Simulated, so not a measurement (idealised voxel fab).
The process module presented herein is designated voxel self aligned contacts.
Cross-sectional view cut (width: 205 nm; square cell size: 5 nm).
Format of a cross-section: grid, square cells. Given as bands. Order: top down. Band: one or more rows of cells. The entry gives the band's vertical extent as a top height and a bottom height in nm, then its horizontal make-up as materials from left to right, each with a width in nm. "blank" stands for empty space; a single material marked "all across" fills the band edge to edge. Heights are measured from 0, the level below which the as-received wafer is all one material; the lowest band has no bottom and continues downward, written as in "0 down". A width such as "30..40" changes by the same amount from each row of cells to the next, from the band's top row to its bottom row. Step note "stayed the same" = no cross-section cell changed. Entry "Cavities, sealed" = empty spaces >= 8 cells with no open way to the top; each as width x height at distance, distance from left edge, all nm. On a step's line, text after the settings is the simulator commenting on that step. Steps that use a mask can have "overlay nm" on their line. It says how far the mask sat to the right of where it was meant to be. Negative means to the left.

PROCESS STEPS - PLAN
step 1: RECEIVE, material Si
step 2: CONFORMAL_DEP, material SiO2, thk nm 5
step 3: DIRECTIONAL_DEP, material polySi, thk nm 30
step 4: DIRECTIONAL_DEP, material SiN, thk nm 20
step 5: PATTERN, tone cover, mask id GATE, material resist, width nm 20, pitch nm 60, thk nm 20, overlay nm 0
step 6: DIRECTIONAL_ETCH, etch materials SiN, depth nm 20
step 7: DIRECTIONAL_ETCH, etch materials polySi, depth nm 30
step 8: STRIP, etch materials resist
step 9: CONFORMAL_DEP, material SiN, thk nm 5
step 10: DIRECTIONAL_ETCH, etch materials SiN, depth nm 5
step 11: FILL_DEP, material SiO2, thk nm 15
step 12: CMP, height nm 60
step 13: PATTERN, tone open, mask id CONTACT, material resist, width nm 40, thk nm 15, overlay nm 0
step 14: DIRECTIONAL_ETCH, etch materials SiO2, depth nm 60
step 15: STRIP, etch materials resist
step 16: CONFORMAL_DEP, material TiN, thk nm 5
step 17: FILL_DEP, material W, thk nm 10
step 18: CMP, height nm 60
step 19: CONFORMAL_DEP, material SiN, thk nm 5
The wafers in this document start out alike and differ in the width nm applied at step 5; the plan shows the value used for the first wafer.

CROSS-SECTIONAL VIEW OF THE FIRST OF SEVERAL WAFERS IN THE AS-RECEIVED CONDITION, CORRESPONDING TO THE STATE FOLLOWING STEP 1
0 down  Si all across
Cavities, sealed: none

WHAT FOLLOWS IS A TABLE IN WHICH EACH WAFER OCCUPIES A ROW; FOR THE WAFER AS IT STANDS AT THE CLOSE OF THE MODULE, THE ROW STATES, MATERIAL BY MATERIAL, HOW MANY CELLS HAVE BEEN GAINED (+) OR LOST (-) SINCE RECEIPT, AND THEN GIVES ITS CLOSED VOIDS
width nm 20; +113 SiN; +298 SiO2; +30 TiN; +44 W; +48 polySi; Cavities, sealed: none
width nm 25; +121 SiN; +289 SiO2; +30 TiN; +33 W; +60 polySi; Cavities, sealed: none
width nm 30; +129 SiN; +280 SiO2; +30 TiN; +22 W; +72 polySi; Cavities, sealed: none
width nm 35; +137 SiN; +271 SiO2; +30 TiN; +11 W; +84 polySi; Cavities, sealed: none
width nm 40; +145 SiN; +262 SiO2; +30 TiN; +96 polySi; Cavities, sealed: none
width nm 45; +153 SiN; +253 SiO2; +19 TiN; +108 polySi; Cavities, sealed: none
